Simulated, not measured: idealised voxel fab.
process module | voxel released beams
cross-section cut | 290 nm wide | cells 5 nm
A cross-section is a grid of square cells, given in bands from the top down. A band is one or more rows of cells.
Each band's line starts with the height of the band's top and of its bottom, in nm. Then come its materials from left to right, each with its width in nm. One material with "throughout" fills the band from edge to edge. "air" is empty space.
Height 0 is the level under which the wafer as received is all one material. The lowest band goes on downwards, as in "0 down".
A width such as "30 to 40" changes by the same amount from each row of cells to the next, from the band's top row to its bottom row.
"no change" after a step means that no cell of the cross-section changed.
closed voids: empty space of 8 cells or more with no open way to the top, each as width x height at its distance from the left edge, in nm
after a step's settings: what the simulator itself notes on the step
overlay nm, on a step with a mask: how far to the right of its planned place the mask lay; to the left if negative
plan
1 op RECEIVE | material Si
2 op CONFORMAL_DEP | material SiN | thk nm 10
3 op DIRECTIONAL_DEP | material SiO2 | thk nm 10
4 op PATTERN | tone open | mask id ANCHOR | material resist | width nm 45 | thk nm 15 | overlay nm 0
5 op DIRECTIONAL_ETCH | etch materials SiO2 | depth nm 10
6 op STRIP | etch materials resist
7 op CONFORMAL_DEP | material polySi | thk nm 15
8 op MASKED_ETCH | tone cover | mask id BEAM | width nm 105 | etch materials polySi | depth nm 15 | overlay nm 0
9 op STRIP | etch materials SiO2
as received, after step 1
  0 down: Si throughout
  closed voids: none
a wafer at the end: this start, this plan, one mistake
  35 to 20: air 90 | polySi 105 | air 95
  20 to 10: SiN throughout
  10 to 0: SiO2 throughout
  0 down: Si throughout
  closed voids: none
what went wrong: steps 2 and 3 were swapped
